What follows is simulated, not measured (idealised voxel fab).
This section sets out a process module, namely voxel transistor to metal.
Pictured: cross-section cut, 270 nm wide, on a grid of 5 nm square cells.
This document writes a cross-section as a grid whose cells are square, and gives it as bands, listed from the top down; one or more rows of cells form a band.
In this notation a band is specified by the heights of its top and bottom, in that order and in nm, after which its materials appear from left to right, each paired with its width in nm. The word "everywhere" attached to a single material means that material fills the band from edge to edge; the word "blank" stands for empty space.
Ref level 0: as-received wafer is one material below here. Bottom band extends down with no lower bound ("from 0 down").
Width spec "30->40" -> top row of cells at first value, bottom row at second value, equal per-row change in between.
When a step is marked "no alterations made", none of the cells in the cross-section changed during that step.
In "Unvented cavities" the enclosed voids are listed, meaning empty spaces of 8 cells or larger without any opening to the top. The form is width x height at distance, distance from the left edge, units nm.
Step line, after settings: the simulator's comment on this step.
A step line may carry the setting "overlay nm", which, for steps involving a mask, states the distance by which the mask lay to the right of its intended position; negative values denote displacement to the left.

Intended process steps:
1,RECEIVE with material Si
2,OXIDIZE with depth nm 5
3,CONFORMAL_DEP with material SiN, thk nm 10
4,MASKED_ETCH with tone cover, mask id ACTIVE, width nm 95, pitch nm 115, etch materials SiN, depth nm 10, overlay nm 0
5,MASKED_ETCH with tone cover, mask id ACTIVE, width nm 95, pitch nm 115, etch materials SiO2, depth nm 5, overlay nm 0
6,MASKED_ETCH with tone cover, mask id ACTIVE, width nm 95, pitch nm 115, etch materials Si, depth nm 25, overlay nm 0
7,OXIDIZE with depth nm 5
8,FILL_DEP with material SiO2, thk nm 10
9,CMP with height nm 10
10,SELECTIVE_ETCH with etch materials SiO2, depth nm 5
11,STRIP with etch materials SiN
12,SELECTIVE_ETCH with etch materials SiO2, depth nm 5
13,OXIDIZE with depth nm 5
14,DIRECTIONAL_DEP with material polySi, thk nm 30
15,DIRECTIONAL_DEP with material SiCN, thk nm 10
16,MASKED_ETCH with tone cover, mask id GATE, width nm 15, pitch nm 115, etch materials SiCN, depth nm 20, overlay nm 0
17,MASKED_ETCH with tone cover, mask id GATE, width nm 15, pitch nm 115, etch materials polySi, depth nm 40, overlay nm 0
18,CONFORMAL_DEP with material SiO2, thk nm 5
19,DIRECTIONAL_ETCH with etch materials SiO2, depth nm 5
20,CONFORMAL_DEP with material SiN, thk nm 10
21,DIRECTIONAL_ETCH with etch materials SiN, depth nm 10
22,DIRECTIONAL_ETCH with etch materials SiO2, depth nm 5
23,DIRECTIONAL_ETCH with etch materials Si, depth nm 15
24,EPI with material nSi, thk nm 15
25,FILL_DEP with material SiO2, thk nm 10
26,CMP with height nm 35
27,DIRECTIONAL_DEP with material SiO2, thk nm 15
28,DIRECTIONAL_DEP with material aC, thk nm 15
29,PATTERN with tone open, mask id CONTACT, material resist, width nm 30, thk nm 35, overlay nm 0
30,DIRECTIONAL_ETCH with etch materials aC, depth nm 15
31,STRIP with etch materials resist
32,DIRECTIONAL_ETCH with etch materials SiO2, depth nm 45
33,STRIP with etch materials aC
34,CONFORMAL_DEP with material TiN, thk nm 5
35,FILL_DEP with material W, thk nm 10
36,CMP with height nm 50
37,DIRECTIONAL_DEP with material TiN, thk nm 5
38,DIRECTIONAL_DEP with material Ru, thk nm 15
39,MASKED_ETCH with tone cover, mask id METAL_1, width nm 15, etch materials Ru, depth nm 15, overlay nm 0
40,MASKED_ETCH with tone cover, mask id METAL_1, width nm 15, etch materials TiN, depth nm 5, overlay nm 0
41,CONFORMAL_DEP with material SiCN, thk nm 5
42,FILL_DEP with material SiO2, thk nm 5
43,CMP with height nm 70
44,CONFORMAL_DEP with material SiCN, thk nm 5

Cross-section of the wafer as it came to us, i.e., already through step 1:
* from 0 down = Si everywhere
* Unvented cavities: none

End-of-module cross-section of the first of two wafers, processed as planned:
* from 75 to 70 = SiCN everywhere
* from 70 to 55 = SiO2 (30); SiCN (5); Ru (15); SiCN (5); SiO2 (45); SiCN (5); Ru (15); SiCN (5); SiO2 (20); SiCN (5); Ru (15); SiCN (5); SiO2 (45); SiCN (5); Ru (15); SiCN (5); SiO2 (30)
* from 55 to 50 = SiCN (35); TiN (15); SiCN (55); TiN (15); SiCN (30); TiN (15); SiCN (55); TiN (15); SiCN (35)
* from 50 to 40 = SiO2 (35); TiN (5); W (20); TiN (5); SiO2 (25); TiN (5); W (20); TiN (5); SiO2 (30); TiN (5); W (20); TiN (5); SiO2 (25); TiN (5); W (20); TiN (5); SiO2 (35)
* from 40 to 35 = SiO2 (35); TiN (5); W (10); TiN (15); SiO2 (25); TiN (15); W (10); TiN (5); SiO2 (30); TiN (5); W (10); TiN (15); SiO2 (25); TiN (15); W (10); TiN (5); SiO2 (35)
* from 35 to 25 = SiO2 (35); TiN (5); W (10); TiN (5); SiN (10); SiO2 (5); SiCN (15); SiO2 (5); SiN (10); TiN (5); W (10); TiN (5); SiO2 (30); TiN (5); W (10); TiN (5); SiN (10); SiO2 (5); SiCN (15); SiO2 (5); SiN (10); TiN (5); W (10); TiN (5); SiO2 (35)
* from 25 to 10 = SiO2 (35); TiN (5); W (10); TiN (5); SiN (10); SiO2 (5); polySi (15); SiO2 (5); SiN (10); TiN (5); W (10); TiN (5); SiO2 (30); TiN (5); W (10); TiN (5); SiN (10); SiO2 (5); polySi (15); SiO2 (5); SiN (10); TiN (5); W (10); TiN (5); SiO2 (35)
* from 10 to 5 = SiO2 (35); TiN (20); SiN (10); SiO2 (5); polySi (15); SiO2 (5); SiN (10); TiN (20); SiO2 (30); TiN (20); SiN (10); SiO2 (5); polySi (15); SiO2 (5); SiN (10); TiN (20); SiO2 (35)
* from 5 to 0 = SiO2 (35); nSi (20); SiN (10); SiO2 (5); polySi (15); SiO2 (5); SiN (10); nSi (20); SiO2 (30); nSi (20); SiN (10); SiO2 (5); polySi (15); SiO2 (5); SiN (10); nSi (20); SiO2 (35)
* from 0 to -5 = SiO2 (30); SiN (10); nSi (15); SiN (10); SiO2 (5); polySi (15); SiO2 (5); SiN (10); nSi (15); SiN (10); SiO2 (20); SiN (10); nSi (15); SiN (10); SiO2 (5); polySi (15); SiO2 (5); SiN (10); nSi (15); SiN (10); SiO2 (30)
* from -5 to -10 = SiO2 (40); nSi (15); SiO2 (45); nSi (15); SiO2 (40); nSi (15); SiO2 (45); nSi (15); SiO2 (40)
* from -10 to -25 = SiO2 (35); Si (5); nSi (15); Si (45); nSi (15); Si (5); SiO2 (30); Si (5); nSi (15); Si (45); nSi (15); Si (5); SiO2 (35)
* from -25 to -35 = SiO2 (35); Si (85); SiO2 (30); Si (85); SiO2 (35)
* from -35 down = Si everywhere
* Unvented cavities: none

Cross-section at end of module for the second wafer of two, which matched the first in starting point and plan and differed by one mistake in its processing:
* from 75 to 70 = SiCN everywhere
* from 70 to 55 = SiO2 (30); SiCN (5); Ru (15); SiCN (5); SiO2 (45); SiCN (5); Ru (15); SiCN (5); SiO2 (20); SiCN (5); Ru (15); SiCN (5); SiO2 (45); SiCN (5); Ru (15); SiCN (5); SiO2 (30)
* from 55 to 50 = SiCN (35); TiN (15); SiCN (55); TiN (15); SiCN (30); TiN (15); SiCN (55); TiN (15); SiCN (35)
* from 50 to 40 = SiO2 (35); TiN (5); W (20); TiN (5); SiO2 (25); TiN (5); W (20); TiN (5); SiO2 (30); TiN (5); W (20); TiN (5); SiO2 (25); TiN (5); W (20); TiN (5); SiO2 (35)
* from 40 to 35 = SiO2 (35); TiN (5); W (10); TiN (15); SiO2 (25); TiN (15); W (10); TiN (5); SiO2 (30); TiN (5); W (10); TiN (15); SiO2 (25); TiN (15); W (10); TiN (5); SiO2 (35)
* from 35 to 25 = SiO2 (35); TiN (5); W (10); TiN (5); SiN (10); SiO2 (5); SiCN (15); SiO2 (5); SiN (10); TiN (5); W (10); TiN (5); SiO2 (30); TiN (5); W (10); TiN (5); SiN (10); SiO2 (5); SiCN (15); SiO2 (5); SiN (10); TiN (5); W (10); TiN (5); SiO2 (35)
* from 25 to 15 = SiO2 (35); TiN (5); W (10); TiN (5); SiN (10); SiO2 (5); polySi (15); SiO2 (5); SiN (10); TiN (5); W (10); TiN (5); SiO2 (30); TiN (5); W (10); TiN (5); SiN (10); SiO2 (5); polySi (15); SiO2 (5); SiN (10); TiN (5); W (10); TiN (5); SiO2 (35)
* from 15 to 10 = SiO2 (35); TiN (20); SiN (10); SiO2 (5); polySi (15); SiO2 (5); SiN (10); TiN (20); SiO2 (30); TiN (20); SiN (10); SiO2 (5); polySi (15); SiO2 (5); SiN (10); TiN (20); SiO2 (35)
* from 10 to 5 = SiCN (30); SiO2 (5); SiN (10); TiN (10); SiN (10); SiO2 (5); polySi (15); SiO2 (5); SiN (10); TiN (10); SiN (10); SiO2 (5); SiCN (20); SiO2 (5); SiN (10); TiN (10); SiN (10); SiO2 (5); polySi (15); SiO2 (5); SiN (10); TiN (10); SiN (10); SiO2 (5); SiCN (30)
* from 5 to -5 = SiCN (30); SiO2 (5); SiN (10); nSi (10); SiN (10); SiO2 (5); polySi (15); SiO2 (5); SiN (10); nSi (10); SiN (10); SiO2 (5); SiCN (20); SiO2 (5); SiN (10); nSi (10); SiN (10); SiO2 (5); polySi (15); SiO2 (5); SiN (10); nSi (10); SiN (10); SiO2 (5); SiCN (30)
* from -5 to -10 = SiCN (30); SiO2 (15); nSi (10); SiO2 (45); nSi (10); SiO2 (15); SiCN (20); SiO2 (15); nSi (10); SiO2 (45); nSi (10); SiO2 (15); SiCN (30)
* from -10 to -25 = SiCN (30); SiO2 (5); Si (10); nSi (10); Si (45); nSi (10); Si (10); SiO2 (5); SiCN (20); SiO2 (5); Si (10); nSi (10); Si (45); nSi (10); Si (10); SiO2 (5); SiCN (30)
* from -25 to -30 = SiCN (30); SiO2 (5); Si (85); SiO2 (5); SiCN (20); SiO2 (5); Si (85); SiO2 (5); SiCN (30)
* from -30 to -35 = SiO2 (35); Si (85); SiO2 (30); Si (85); SiO2 (35)
* from -35 down = Si everywhere
* Unvented cavities: none
Want to know what went wrong? step 8 was not run as planned; what actually ran was FILL_DEP with material SiCN, thk nm 10
The closing comparison, in cells, has the second wafer with more or fewer of some materials than the first: +12 Si | +128 SiCN | +16 SiN | -120 SiO2 | -8 W | -28 nSi
